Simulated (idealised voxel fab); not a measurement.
voxel transistor to metal: a process module
Square cell edge 5 nm, section width 270 nm, ID cut.
Cross-section = grid of square cells, listed top down in bands; band = one or more rows.
Band: top height; bottom height; in nm. Then, left to right: material with width in nm, for each material. "edge to edge": a single material spanning edge to edge. "blank": empty space.
Heights are reckoned from 0. Under this level, the received wafer is all of one material. The bottommost band is open-ended downward, for example "0..down".
The width entry "30..40" should be interpreted row by row: the top row of cells in the band takes the first number, the bottom row takes the second number, and the change between adjacent rows is uniform throughout.
Where a step carries "everything unchanged", the cross-section came out of it unchanged, cell for cell.
Listed in "Unvented internal voids": every empty space of 8 or more cells without an open way to the top. Form: width x height at distance, the distance being from the left edge, all in nm.
Whatever follows a step's settings on its line is a remark the simulator itself makes about that step.
The line of a step may include "overlay nm". On a step with a mask, this value is how far to the right of its planned place the mask lay. A negative value means the mask lay to the left.
Process steps (planned):
1) RECEIVE: material Si
2) OXIDIZE: depth nm 5
3) CONFORMAL_DEP: material SiN, thk nm 10
4) MASKED_ETCH: tone cover, mask id ACTIVE, width nm 110, pitch nm 130, etch materials SiN, depth nm 10, overlay nm 0
5) MASKED_ETCH: tone cover, mask id ACTIVE, width nm 110, pitch nm 130, etch materials SiO2, depth nm 5, overlay nm 0
6) MASKED_ETCH: tone cover, mask id ACTIVE, width nm 110, pitch nm 130, etch materials Si, depth nm 20, overlay nm 0
7) FILL_DEP: material SiO2, thk nm 5
8) CMP: height nm 10
9) SELECTIVE_ETCH: etch materials SiO2, depth nm 5
10) STRIP: etch materials SiN
11) SELECTIVE_ETCH: etch materials SiO2, depth nm 5
12) OXIDIZE: depth nm 5
13) DIRECTIONAL_DEP: material polySi, thk nm 25
14) DIRECTIONAL_DEP: material SiCN, thk nm 10
15) PATTERN: tone cover, mask id GATE, material resist, width nm 20, pitch nm 130, thk nm 20, overlay nm 0
16) DIRECTIONAL_ETCH: etch materials SiCN, depth nm 20
17) DIRECTIONAL_ETCH: etch materials polySi, depth nm 35
18) STRIP: etch materials resist
19) CONFORMAL_DEP: material SiN, thk nm 5
20) DIRECTIONAL_ETCH: etch materials SiN, depth nm 5
21) DIRECTIONAL_ETCH: etch materials SiO2, depth nm 5
22) EPI: material SiGe, thk nm 5
23) FILL_DEP: material SiO2, thk nm 10
24) CMP: height nm 30
25) DIRECTIONAL_DEP: material SiO2, thk nm 10
26) PATTERN: tone open, mask id CONTACT, material resist, width nm 30, thk nm 20, overlay nm 0
27) DIRECTIONAL_ETCH: etch materials SiO2, depth nm 45
28) STRIP: etch materials resist
29) CONFORMAL_DEP: material TiN, thk nm 5
30) FILL_DEP: material Ru, thk nm 10
31) CMP: height nm 40
32) DIRECTIONAL_DEP: material TiN, thk nm 5
33) DIRECTIONAL_DEP: material W, thk nm 15
34) PATTERN: tone cover, mask id METAL_1, material resist, width nm 20, thk nm 15, overlay nm 0
35) DIRECTIONAL_ETCH: etch materials W, depth nm 15
36) DIRECTIONAL_ETCH: etch materials TiN, depth nm 5
37) STRIP: etch materials resist
38) CONFORMAL_DEP: material SiN, thk nm 5
39) FILL_DEP: material SiO2, thk nm 5
40) CMP: height nm 60
41) CONFORMAL_DEP: material SiN, thk nm 5
Concerning the first of two wafers, which was run in accordance with the plan:
Incoming wafer, cross-sectional view, post step 1:
	0..down | Si edge to edge
	Unvented internal voids: none
Sectional view: wafer, after step 2:
	0..-5 | SiO2 edge to edge
	Lower than -5, everything is as it was.
Sectional view: wafer, after step 3:
	10..0 | SiN edge to edge
	Lower than 0, everything is as it was.
Sectional view: wafer, after step 4:
	10..0 | blank (15) | SiN (110) | blank (20) | SiN (110) | blank (15)
	Lower than 0, everything is as it was.
Sectional view: wafer, after step 5:
	10..0 | blank (15) | SiN (110) | blank (20) | SiN (110) | blank (15)
	0..-5 | blank (15) | SiO2 (110) | blank (20) | SiO2 (110) | blank (15)
	Lower than -5, everything is as it was.
Sectional view: wafer, after step 6:
	10..0 | blank (15) | SiN (110) | blank (20) | SiN (110) | blank (15)
	0..-5 | blank (15) | SiO2 (110) | blank (20) | SiO2 (110) | blank (15)
	-5..-25 | blank (15) | Si (110) | blank (20) | Si (110) | blank (15)
	Lower than -25, everything is as it was.
Sectional view: wafer, after step 7:
	15..10 | SiO2 edge to edge
	10..0 | SiO2 (15) | SiN (110) | SiO2 (20) | SiN (110) | SiO2 (15)
	0..-5 | SiO2 edge to edge
	-5..-25 | SiO2 (15) | Si (110) | SiO2 (20) | Si (110) | SiO2 (15)
	Lower than -25, everything is as it was.
Sectional view: wafer, after step 8:
	10..0 | SiO2 (15) | SiN (110) | SiO2 (20) | SiN (110) | SiO2 (15)
	Lower than 0, everything is as it was.
Sectional view: wafer, after step 9:
	10..5 | blank (15) | SiN (110) | blank (20) | SiN (110) | blank (15)
	Lower than 5, everything is as it was.
Sectional view: wafer, after step 10:
	5..0 | SiO2 (15) | blank (110) | SiO2 (20) | blank (110) | SiO2 (15)
	Lower than 0, everything is as it was.
Sectional view: wafer, after step 11:
	0..-5 | SiO2 (10) | blank (120) | SiO2 (10) | blank (120) | SiO2 (10)
	Lower than -5, everything is as it was.
Sectional view: wafer, after step 12:
	0..-5 | SiO2 (10) | blank (120) | SiO2 (10) | blank (120) | SiO2 (10)
	-5..-10 | SiO2 edge to edge
	Lower than -10, everything is as it was.
Sectional view: wafer, after step 13:
	25..20 | polySi (10) | blank (120) | polySi (10) | blank (120) | polySi (10)
	20..0 | polySi edge to edge
	0..-5 | SiO2 (10) | polySi (120) | SiO2 (10) | polySi (120) | SiO2 (10)
	Lower than -5, everything is as it was.
Sectional view: wafer, after step 14:
	35..30 | SiCN (10) | blank (120) | SiCN (10) | blank (120) | SiCN (10)
	30..25 | SiCN edge to edge
	25..20 | polySi (10) | SiCN (120) | polySi (10) | SiCN (120) | polySi (10)
	Lower than 20, everything is as it was.
Sectional view: wafer, after step 15:
	55..35 | blank (60) | resist (20) | blank (110) | resist (20) | blank (60)
	35..30 | SiCN (10) | blank (50) | resist (20) | blank (50) | SiCN (10) | blank (50) | resist (20) | blank (50) | SiCN (10)
	Lower than 30, everything is as it was.
Sectional view: wafer, after step 16:
	55..30 | blank (60) | resist (20) | blank (110) | resist (20) | blank (60)
	30..25 | blank (60) | SiCN (20) | blank (110) | SiCN (20) | blank (60)
	25..20 | polySi (10) | blank (50) | SiCN (20) | blank (50) | polySi (10) | blank (50) | SiCN (20) | blank (50) | polySi (10)
	Lower than 20, everything is as it was.
Sectional view: wafer, after step 17:
	55..30 | blank (60) | resist (20) | blank (110) | resist (20) | blank (60)
	30..20 | blank (60) | SiCN (20) | blank (110) | SiCN (20) | blank (60)
	20..0 | blank (60) | polySi (20) | blank (110) | polySi (20) | blank (60)
	0..-5 | SiO2 (10) | blank (50) | polySi (20) | blank (50) | SiO2 (10) | blank (50) | polySi (20) | blank (50) | SiO2 (10)
	Lower than -5, everything is as it was.
Sectional view: wafer, after step 18:
	30..20 | blank (60) | SiCN (20) | blank (110) | SiCN (20) | blank (60)
	Lower than 20, everything is as it was.
Sectional view: wafer, after step 19:
	35..30 | blank (55) | SiN (30) | blank (100) | SiN (30) | blank (55)
	30..20 | blank (55) | SiN (5) | SiCN (20) | SiN (5) | blank (100) | SiN (5) | SiCN (20) | SiN (5) | blank (55)
	20..5 | blank (55) | SiN (5) | polySi (20) | SiN (5) | blank (100) | SiN (5) | polySi (20) | SiN (5) | blank (55)
	5..0 | SiN (15) | blank (40) | SiN (5) | polySi (20) | SiN (5) | blank (40) | SiN (20) | blank (40) | SiN (5) | polySi (20) | SiN (5) | blank (40) | SiN (15)
	0..-5 | SiO2 (10) | SiN (50) | polySi (20) | SiN (50) | SiO2 (10) | SiN (50) | polySi (20) | SiN (50) | SiO2 (10)
	Lower than -5, everything is as it was.
Sectional view: wafer, after step 20:
	30..20 | blank (55) | SiN (5) | SiCN (20) | SiN (5) | blank (100) | SiN (5) | SiCN (20) | SiN (5) | blank (55)
	20..0 | blank (55) | SiN (5) | polySi (20) | SiN (5) | blank (100) | SiN (5) | polySi (20) | SiN (5) | blank (55)
	0..-5 | SiO2 (10) | SiN (5) | blank (40) | SiN (5) | polySi (20) | SiN (5) | blank (40) | SiN (5) | SiO2 (10) | SiN (5) | blank (40) | SiN (5) | polySi (20) | SiN (5) | blank (40) | SiN (5) | SiO2 (10)
	Lower than -5, everything is as it was.
Sectional view: wafer, after step 21:
	30..20 | blank (55) | SiN (5) | SiCN (20) | SiN (5) | blank (100) | SiN (5) | SiCN (20) | SiN (5) | blank (55)
	20..0 | blank (55) | SiN (5) | polySi (20) | SiN (5) | blank (100) | SiN (5) | polySi (20) | SiN (5) | blank (55)
	0..-5 | blank (10) | SiN (5) | blank (40) | SiN (5) | polySi (20) | SiN (5) | blank (40) | SiN (5) | blank (10) | SiN (5) | blank (40) | SiN (5) | polySi (20) | SiN (5) | blank (40) | SiN (5) | blank (10)
	-5..-10 | SiO2 (15) | blank (40) | SiO2 (30) | blank (40) | SiO2 (20) | blank (40) | SiO2 (30) | blank (40) | SiO2 (15)
	Lower than -10, everything is as it was.
Sectional view: wafer, after step 22:
	30..20 | blank (55) | SiN (5) | SiCN (20) | SiN (5) | blank (100) | SiN (5) | SiCN (20) | SiN (5) | blank (55)
	20..0 | blank (55) | SiN (5) | polySi (20) | SiN (5) | blank (100) | SiN (5) | polySi (20) | SiN (5) | blank (55)
	0..-5 | blank (10) | SiN (5) | blank (40) | SiN (5) | polySi (20) | SiN (5) | blank (40) | SiN (5) | blank (10) | SiN (5) | blank (40) | SiN (5) | polySi (20) | SiN (5) | blank (40) | SiN (5) | blank (10)
	-5..-10 | SiO2 (15) | SiGe (40) | SiO2 (30) | SiGe (40) | SiO2 (20) | SiGe (40) | SiO2 (30) | SiGe (40) | SiO2 (15)
	Lower than -10, everything is as it was.
Sectional view: wafer, after step 23:
	40..30 | SiO2 edge to edge
	30..20 | SiO2 (55) | SiN (5) | SiCN (20) | SiN (5) | SiO2 (100) | SiN (5) | SiCN (20) | SiN (5) | SiO2 (55)
	20..0 | SiO2 (55) | SiN (5) | polySi (20) | SiN (5) | SiO2 (100) | SiN (5) | polySi (20) | SiN (5) | SiO2 (55)
	0..-5 | SiO2 (10) | SiN (5) | SiO2 (40) | SiN (5) | polySi (20) | SiN (5) | SiO2 (40) | SiN (5) | SiO2 (10) | SiN (5) | SiO2 (40) | SiN (5) | polySi (20) | SiN (5) | SiO2 (40) | SiN (5) | SiO2 (10)
	Lower than -5, everything is as it was.
Sectional view: wafer, after step 24:
	30..20 | SiO2 (55) | SiN (5) | SiCN (20) | SiN (5) | SiO2 (100) | SiN (5) | SiCN (20) | SiN (5) | SiO2 (55)
	Lower than 20, everything is as it was.
Sectional view: wafer, after step 25:
	40..30 | SiO2 edge to edge
	Lower than 30, everything is as it was.
Sectional view: wafer, after step 26:
	60..40 | resist (25) | blank (30) | resist (30) | blank (30) | resist (40) | blank (30) | resist (30) | blank (30) | resist (25)
	Lower than 40, everything is as it was.
Sectional view: wafer, after step 27:
	60..40 | resist (25) | blank (30) | resist (30) | blank (30) | resist (40) | blank (30) | resist (30) | blank (30) | resist (25)
	40..30 | SiO2 (25) | blank (30) | SiO2 (30) | blank (30) | SiO2 (40) | blank (30) | SiO2 (30) | blank (30) | SiO2 (25)
	30..20 | SiO2 (25) | blank (30) | SiN (5) | SiCN (20) | SiN (5) | blank (30) | SiO2 (40) | blank (30) | SiN (5) | SiCN (20) | SiN (5) | blank (30) | SiO2 (25)
	20..0 | SiO2 (25) | blank (30) | SiN (5) | polySi (20) | SiN (5) | blank (30) | SiO2 (40) | blank (30) | SiN (5) | polySi (20) | SiN (5) | blank (30) | SiO2 (25)
	0..-5 | SiO2 (10) | SiN (5) | SiO2 (10) | blank (30) | SiN (5) | polySi (20) | SiN (5) | blank (30) | SiO2 (10) | SiN (5) | SiO2 (10) | SiN (5) | SiO2 (10) | blank (30) | SiN (5) | polySi (20) | SiN (5) | blank (30) | SiO2 (10) | SiN (5) | SiO2 (10)
	Lower than -5, everything is as it was.
Sectional view: wafer, after step 28:
	40..30 | SiO2 (25) | blank (30) | SiO2 (30) | blank (30) | SiO2 (40) | blank (30) | SiO2 (30) | blank (30) | SiO2 (25)
	Lower than 30, everything is as it was.
Sectional view: wafer, after step 29:
	45..40 | TiN (30) | blank (20) | TiN (40) | blank (20) | TiN (50) | blank (20) | TiN (40) | blank (20) | TiN (30)
	40..30 | SiO2 (25) | TiN (5) | blank (20) | TiN (5) | SiO2 (30) | TiN (5) | blank (20) | TiN (5) | SiO2 (40) | TiN (5) | blank (20) | TiN (5) | SiO2 (30) | TiN (5) | blank (20) | TiN (5) | SiO2 (25)
	30..20 | SiO2 (25) | TiN (5) | blank (20) | TiN (5) | SiN (5) | SiCN (20) | SiN (5) | TiN (5) | blank (20) | TiN (5) | SiO2 (40) | TiN (5) | blank (20) | TiN (5) | SiN (5) | SiCN (20) | SiN (5) | TiN (5) | blank (20) | TiN (5) | SiO2 (25)
	20..0 | SiO2 (25) | TiN (5) | blank (20) | TiN (5) | SiN (5) | polySi (20) | SiN (5) | TiN (5) | blank (20) | TiN (5) | SiO2 (40) | TiN (5) | blank (20) | TiN (5) | SiN (5) | polySi (20) | SiN (5) | TiN (5) | blank (20) | TiN (5) | SiO2 (25)
	0..-5 | SiO2 (10) | SiN (5) | SiO2 (10) | TiN (30) | SiN (5) | polySi (20) | SiN (5) | TiN (30) | SiO2 (10) | SiN (5) | SiO2 (10) | SiN (5) | SiO2 (10) | TiN (30) | SiN (5) | polySi (20) | SiN (5) | TiN (30) | SiO2 (10) | SiN (5) | SiO2 (10)
	Lower than -5, everything is as it was.
Sectional view: wafer, after step 30:
	55..45 | Ru edge to edge
	45..40 | TiN (30) | Ru (20) | TiN (40) | Ru (20) | TiN (50) | Ru (20) | TiN (40) | Ru (20) | TiN (30)
	40..30 | SiO2 (25) | TiN (5) | Ru (20) | TiN (5) | SiO2 (30) | TiN (5) | Ru (20) | TiN (5) | SiO2 (40) | TiN (5) | Ru (20) | TiN (5) | SiO2 (30) | TiN (5) | Ru (20) | TiN (5) | SiO2 (25)
	30..20 | SiO2 (25) | TiN (5) | Ru (20) | TiN (5) | SiN (5) | SiCN (20) | SiN (5) | TiN (5) | Ru (20) | TiN (5) | SiO2 (40) | TiN (5) | Ru (20) | TiN (5) | SiN (5) | SiCN (20) | SiN (5) | TiN (5) | Ru (20) | TiN (5) | SiO2 (25)
	20..0 | SiO2 (25) | TiN (5) | Ru (20) | TiN (5) | SiN (5) | polySi (20) | SiN (5) | TiN (5) | Ru (20) | TiN (5) | SiO2 (40) | TiN (5) | Ru (20) | TiN (5) | SiN (5) | polySi (20) | SiN (5) | TiN (5) | Ru (20) | TiN (5) | SiO2 (25)
	Lower than 0, everything is as it was.
Sectional view: wafer, after step 31:
	40..30 | SiO2 (25) | TiN (5) | Ru (20) | TiN (5) | SiO2 (30) | TiN (5) | Ru (20) | TiN (5) | SiO2 (40) | TiN (5) | Ru (20) | TiN (5) | SiO2 (30) | TiN (5) | Ru (20) | TiN (5) | SiO2 (25)
	Lower than 30, everything is as it was.
Sectional view: wafer, after step 32:
	45..40 | TiN edge to edge
	Lower than 40, everything is as it was.
Sectional view: wafer, after step 33:
	60..45 | W edge to edge
	Lower than 45, everything is as it was.
Sectional view: wafer, after step 34:
	75..60 | blank (25) | resist (20) | blank (50) | resist (20) | blank (40) | resist (20) | blank (50) | resist (20) | blank (25)
	Lower than 60, everything is as it was.
Sectional view: wafer, after step 35:
	75..60 | blank (25) | resist (20) | blank (50) | resist (20) | blank (40) | resist (20) | blank (50) | resist (20) | blank (25)
	60..45 | blank (25) | W (20) | blank (50) | W (20) | blank (40) | W (20) | blank (50) | W (20) | blank (25)
	Lower than 45, everything is as it was.
Sectional view: wafer, after step 36:
	75..60 | blank (25) | resist (20) | blank (50) | resist (20) | blank (40) | resist (20) | blank (50) | resist (20) | blank (25)
	60..45 | blank (25) | W (20) | blank (50) | W (20) | blank (40) | W (20) | blank (50) | W (20) | blank (25)
	45..40 | blank (25) | TiN (20) | blank (50) | TiN (20) | blank (40) | TiN (20) | blank (50) | TiN (20) | blank (25)
	Lower than 40, everything is as it was.
Sectional view: wafer, after step 37:
	60..45 | blank (25) | W (20) | blank (50) | W (20) | blank (40) | W (20) | blank (50) | W (20) | blank (25)
	Lower than 45, everything is as it was.
Sectional view: wafer, after step 38:
	65..60 | blank (20) | SiN (30) | blank (40) | SiN (30) | blank (30) | SiN (30) | blank (40) | SiN (30) | blank (20)
	60..45 | blank (20) | SiN (5) | W (20) | SiN (5) | blank (40) | SiN (5) | W (20) | SiN (5) | blank (30) | SiN (5) | W (20) | SiN (5) | blank (40) | SiN (5) | W (20) | SiN (5) | blank (20)
	45..40 | SiN (25) | TiN (20) | SiN (50) | TiN (20) | SiN (40) | TiN (20) | SiN (50) | TiN (20) | SiN (25)
	Lower than 40, everything is as it was.
Sectional view: wafer, after step 39:
	70..65 | SiO2 edge to edge
	65..60 | SiO2 (20) | SiN (30) | SiO2 (40) | SiN (30) | SiO2 (30) | SiN (30) | SiO2 (40) | SiN (30) | SiO2 (20)
	60..45 | SiO2 (20) | SiN (5) | W (20) | SiN (5) | SiO2 (40) | SiN (5) | W (20) | SiN (5) | SiO2 (30) | SiN (5) | W (20) | SiN (5) | SiO2 (40) | SiN (5) | W (20) | SiN (5) | SiO2 (20)
	Lower than 45, everything is as it was.
Sectional view: wafer, after step 40:
	60..45 | SiO2 (20) | SiN (5) | W (20) | SiN (5) | SiO2 (40) | SiN (5) | W (20) | SiN (5) | SiO2 (30) | SiN (5) | W (20) | SiN (5) | SiO2 (40) | SiN (5) | W (20) | SiN (5) | SiO2 (20)
	Lower than 45, everything is as it was.
Sectional view: wafer, after step 41:
	65..60 | SiN edge to edge
	Lower than 60, everything is as it was.
Wafer two of the pair: same origin, same plan, one error during the run; identical to wafer one up to and including step 14:
The second wafer in cross-section, at the planned close of step 15:
	55..35 | resist (60) | blank (20) | resist (110) | blank (20) | resist (60)
	35..30 | SiCN (10) | resist (50) | blank (20) | resist (50) | SiCN (10) | resist (50) | blank (20) | resist (50) | SiCN (10)
	Lower than 30, everything is as it was.
The second wafer in cross-section, at the planned close of step 16:
	55..35 | resist (60) | blank (20) | resist (110) | blank (20) | resist (60)
	35..30 | SiCN (10) | resist (50) | blank (20) | resist (50) | SiCN (10) | resist (50) | blank (20) | resist (50) | SiCN (10)
	30..25 | SiCN (60) | blank (20) | SiCN (110) | blank (20) | SiCN (60)
	25..20 | polySi (10) | SiCN (50) | blank (20) | SiCN (50) | polySi (10) | SiCN (50) | blank (20) | SiCN (50) | polySi (10)
	Lower than 20, everything is as it was.
The second wafer in cross-section, at the planned close of step 17:
	55..35 | resist (60) | blank (20) | resist (110) | blank (20) | resist (60)
	35..30 | SiCN (10) | resist (50) | blank (20) | resist (50) | SiCN (10) | resist (50) | blank (20) | resist (50) | SiCN (10)
	30..25 | SiCN (60) | blank (20) | SiCN (110) | blank (20) | SiCN (60)
	25..20 | polySi (10) | SiCN (50) | blank (20) | SiCN (50) | polySi (10) | SiCN (50) | blank (20) | SiCN (50) | polySi (10)
	20..0 | polySi (60) | blank (20) | polySi (110) | blank (20) | polySi (60)
	0..-5 | SiO2 (10) | polySi (50) | blank (20) | polySi (50) | SiO2 (10) | polySi (50) | blank (20) | polySi (50) | SiO2 (10)
	Lower than -5, everything is as it was.
The second wafer in cross-section, at the planned close of step 18:
	35..25 | SiCN (10..60) | blank (120..20) | SiCN (10..110) | blank (120..20) | SiCN (10..60)
	Lower than 25, everything is as it was.
The second wafer in cross-section, at the planned close of step 19:
	40..35 | SiN (15) | blank (110) | SiN (20) | blank (110) | SiN (15)
	35..25 | SiCN (10..60) | SiN (55..5) | blank (10) | SiN (55..5) | SiCN (10..110) | SiN (55..5) | blank (10) | SiN (55..5) | SiCN (10..60)
	25..20 | polySi (10) | SiCN (50) | SiN (5) | blank (10) | SiN (5) | SiCN (50) | polySi (10) | SiCN (50) | SiN (5) | blank (10) | SiN (5) | SiCN (50) | polySi (10)
	20..0 | polySi (60) | SiN (5) | blank (10) | SiN (5) | polySi (110) | SiN (5) | blank (10) | SiN (5) | polySi (60)
	0..-5 | SiO2 (10) | polySi (50) | SiN (20) | polySi (50) | SiO2 (10) | polySi (50) | SiN (20) | polySi (50) | SiO2 (10)
	Lower than -5, everything is as it was.
The second wafer in cross-section, at the planned close of step 20:
	35..25 | SiCN (10..60) | SiN (5) | blank (110..10) | SiN (5) | SiCN (10..110) | SiN (5) | blank (110..10) | SiN (5) | SiCN (10..60)
	25..20 | polySi (10) | SiCN (50) | SiN (5) | blank (10) | SiN (5) | SiCN (50) | polySi (10) | SiCN (50) | SiN (5) | blank (10) | SiN (5) | SiCN (50) | polySi (10)
	20..0 | polySi (60) | SiN (5) | blank (10) | SiN (5) | polySi (110) | SiN (5) | blank (10) | SiN (5) | polySi (60)
	0..-5 | SiO2 (10) | polySi (50) | SiN (5) | blank (10) | SiN (5) | polySi (50) | SiO2 (10) | polySi (50) | SiN (5) | blank (10) | SiN (5) | polySi (50) | SiO2 (10)
	Lower than -5, everything is as it was.
The second wafer in cross-section, at the planned close of step 21:
	35..25 | SiCN (10..60) | SiN (5) | blank (110..10) | SiN (5) | SiCN (10..110) | SiN (5) | blank (110..10) | SiN (5) | SiCN (10..60)
	25..20 | polySi (10) | SiCN (50) | SiN (5) | blank (10) | SiN (5) | SiCN (50) | polySi (10) | SiCN (50) | SiN (5) | blank (10) | SiN (5) | SiCN (50) | polySi (10)
	20..0 | polySi (60) | SiN (5) | blank (10) | SiN (5) | polySi (110) | SiN (5) | blank (10) | SiN (5) | polySi (60)
	0..-5 | SiO2 (10) | polySi (50) | SiN (5) | blank (10) | SiN (5) | polySi (50) | SiO2 (10) | polySi (50) | SiN (5) | blank (10) | SiN (5) | polySi (50) | SiO2 (10)
	-5..-10 | SiO2 (65) | blank (10) | SiO2 (120) | blank (10) | SiO2 (65)
	Lower than -10, everything is as it was.
The second wafer in cross-section, at the planned close of step 22:
	35..25 | SiCN (10..60) | SiN (5) | blank (110..10) | SiN (5) | SiCN (10..110) | SiN (5) | blank (110..10) | SiN (5) | SiCN (10..60)
	25..20 | polySi (10) | SiCN (50) | SiN (5) | blank (10) | SiN (5) | SiCN (50) | polySi (10) | SiCN (50) | SiN (5) | blank (10) | SiN (5) | SiCN (50) | polySi (10)
	20..0 | polySi (60) | SiN (5) | blank (10) | SiN (5) | polySi (110) | SiN (5) | blank (10) | SiN (5) | polySi (60)
	0..-5 | SiO2 (10) | polySi (50) | SiN (5) | blank (10) | SiN (5) | polySi (50) | SiO2 (10) | polySi (50) | SiN (5) | blank (10) | SiN (5) | polySi (50) | SiO2 (10)
	-5..-10 | SiO2 (65) | SiGe (10) | SiO2 (120) | SiGe (10) | SiO2 (65)
	Lower than -10, everything is as it was.
The second wafer in cross-section, at the planned close of step 23:
	45..35 | SiO2 edge to edge
	35..25 | SiCN (10..60) | SiN (5) | SiO2 (110..10) | SiN (5) | SiCN (10..110) | SiN (5) | SiO2 (110..10) | SiN (5) | SiCN (10..60)
	25..20 | polySi (10) | SiCN (50) | SiN (5) | SiO2 (10) | SiN (5) | SiCN (50) | polySi (10) | SiCN (50) | SiN (5) | SiO2 (10) | SiN (5) | SiCN (50) | polySi (10)
	20..0 | polySi (60) | SiN (5) | SiO2 (10) | SiN (5) | polySi (110) | SiN (5) | SiO2 (10) | SiN (5) | polySi (60)
	0..-5 | SiO2 (10) | polySi (50) | SiN (5) | SiO2 (10) | SiN (5) | polySi (50) | SiO2 (10) | polySi (50) | SiN (5) | SiO2 (10) | SiN (5) | polySi (50) | SiO2 (10)
	Lower than -5, everything is as it was.
The second wafer in cross-section, at the planned close of step 24:
	30..25 | SiCN (60) | SiN (5) | SiO2 (10) | SiN (5) | SiCN (110) | SiN (5) | SiO2 (10) | SiN (5) | SiCN (60)
	Lower than 25, everything is as it was.
The second wafer in cross-section, at the planned close of step 25:
	40..30 | SiO2 edge to edge
	Lower than 30, everything is as it was.
The second wafer in cross-section, at the planned close of step 26:
	60..40 | resist (25) | blank (30) | resist (30) | blank (30) | resist (40) | blank (30) | resist (30) | blank (30) | resist (25)
	Lower than 40, everything is as it was.
The second wafer in cross-section, at the planned close of step 27:
	60..40 | resist (25) | blank (30) | resist (30) | blank (30) | resist (40) | blank (30) | resist (30) | blank (30) | resist (25)
	40..30 | SiO2 (25) | blank (30) | SiO2 (30) | blank (30) | SiO2 (40) | blank (30) | SiO2 (30) | blank (30) | SiO2 (25)
	Lower than 30, everything is as it was.
The second wafer in cross-section, at the planned close of step 28:
	40..30 | SiO2 (25) | blank (30) | SiO2 (30) | blank (30) | SiO2 (40) | blank (30) | SiO2 (30) | blank (30) | SiO2 (25)
	Lower than 30, everything is as it was.
The second wafer in cross-section, at the planned close of step 29:
	45..40 | TiN (30) | blank (20) | TiN (40) | blank (20) | TiN (50) | blank (20) | TiN (40) | blank (20) | TiN (30)
	40..35 | SiO2 (25) | TiN (5) | blank (20) | TiN (5) | SiO2 (30) | TiN (5) | blank (20) | TiN (5) | SiO2 (40) | TiN (5) | blank (20) | TiN (5) | SiO2 (30) | TiN (5) | blank (20) | TiN (5) | SiO2 (25)
	35..30 | SiO2 (25) | TiN (30) | SiO2 (30) | TiN (30) | SiO2 (40) | TiN (30) | SiO2 (30) | TiN (30) | SiO2 (25)
	Lower than 30, everything is as it was.
The second wafer in cross-section, at the planned close of step 30:
	55..45 | Ru edge to edge
	45..40 | TiN (30) | Ru (20) | TiN (40) | Ru (20) | TiN (50) | Ru (20) | TiN (40) | Ru (20) | TiN (30)
	40..35 | SiO2 (25) | TiN (5) | Ru (20) | TiN (5) | SiO2 (30) | TiN (5) | Ru (20) | TiN (5) | SiO2 (40) | TiN (5) | Ru (20) | TiN (5) | SiO2 (30) | TiN (5) | Ru (20) | TiN (5) | SiO2 (25)
	Lower than 35, everything is as it was.
The second wafer in cross-section, at the planned close of step 31:
	40..35 | SiO2 (25) | TiN (5) | Ru (20) | TiN (5) | SiO2 (30) | TiN (5) | Ru (20) | TiN (5) | SiO2 (40) | TiN (5) | Ru (20) | TiN (5) | SiO2 (30) | TiN (5) | Ru (20) | TiN (5) | SiO2 (25)
	Lower than 35, everything is as it was.
The second wafer in cross-section, at the planned close of step 32:
	45..40 | TiN edge to edge
	Lower than 40, everything is as it was.
The second wafer in cross-section, at the planned close of step 33:
	60..45 | W edge to edge
	Lower than 45, everything is as it was.
The second wafer in cross-section, at the planned close of step 34:
	75..60 | blank (25) | resist (20) | blank (50) | resist (20) | blank (40) | resist (20) | blank (50) | resist (20) | blank (25)
	Lower than 60, everything is as it was.
The second wafer in cross-section, at the planned close of step 35:
	75..60 | blank (25) | resist (20) | blank (50) | resist (20) | blank (40) | resist (20) | blank (50) | resist (20) | blank (25)
	60..45 | blank (25) | W (20) | blank (50) | W (20) | blank (40) | W (20) | blank (50) | W (20) | blank (25)
	Lower than 45, everything is as it was.
The second wafer in cross-section, at the planned close of step 36:
	75..60 | blank (25) | resist (20) | blank (50) | resist (20) | blank (40) | resist (20) | blank (50) | resist (20) | blank (25)
	60..45 | blank (25) | W (20) | blank (50) | W (20) | blank (40) | W (20) | blank (50) | W (20) | blank (25)
	45..40 | blank (25) | TiN (20) | blank (50) | TiN (20) | blank (40) | TiN (20) | blank (50) | TiN (20) | blank (25)
	Lower than 40, everything is as it was.
The second wafer in cross-section, at the planned close of step 37:
	60..45 | blank (25) | W (20) | blank (50) | W (20) | blank (40) | W (20) | blank (50) | W (20) | blank (25)
	Lower than 45, everything is as it was.
The second wafer in cross-section, at the planned close of step 38:
	65..60 | blank (20) | SiN (30) | blank (40) | SiN (30) | blank (30) | SiN (30) | blank (40) | SiN (30) | blank (20)
	60..45 | blank (20) | SiN (5) | W (20) | SiN (5) | blank (40) | SiN (5) | W (20) | SiN (5) | blank (30) | SiN (5) | W (20) | SiN (5) | blank (40) | SiN (5) | W (20) | SiN (5) | blank (20)
	45..40 | SiN (25) | TiN (20) | SiN (50) | TiN (20) | SiN (40) | TiN (20) | SiN (50) | TiN (20) | SiN (25)
	Lower than 40, everything is as it was.
The second wafer in cross-section, at the planned close of step 39:
	70..65 | SiO2 edge to edge
	65..60 | SiO2 (20) | SiN (30) | SiO2 (40) | SiN (30) | SiO2 (30) | SiN (30) | SiO2 (40) | SiN (30) | SiO2 (20)
	60..45 | SiO2 (20) | SiN (5) | W (20) | SiN (5) | SiO2 (40) | SiN (5) | W (20) | SiN (5) | SiO2 (30) | SiN (5) | W (20) | SiN (5) | SiO2 (40) | SiN (5) | W (20) | SiN (5) | SiO2 (20)
	Lower than 45, everything is as it was.
The second wafer in cross-section, at the planned close of step 40:
	60..45 | SiO2 (20) | SiN (5) | W (20) | SiN (5) | SiO2 (40) | SiN (5) | W (20) | SiN (5) | SiO2 (30) | SiN (5) | W (20) | SiN (5) | SiO2 (40) | SiN (5) | W (20) | SiN (5) | SiO2 (20)
	Lower than 45, everything is as it was.
The second wafer in cross-section, at the planned close of step 41:
	65..60 | SiN edge to edge
	Lower than 60, everything is as it was.
It is concluded that the wafer was processed incorrectly with respect to the plan, in that it should be noted that step 15 was executed with settings other than those planned, the operation and settings actually applied being PATTERN: tone open, mask id GATE, material resist, width nm 20, pitch nm 130, thk nm 20, overlay nm 0
In the final state, the cell counts of the second wafer exceed or fall short of those of the first for the following materials: Ru: 112 fewer; SiCN: 70 more; SiGe: 28 fewer; SiN: 4 fewer; SiO2: 60 fewer; TiN: 56 fewer; polySi: 190 more
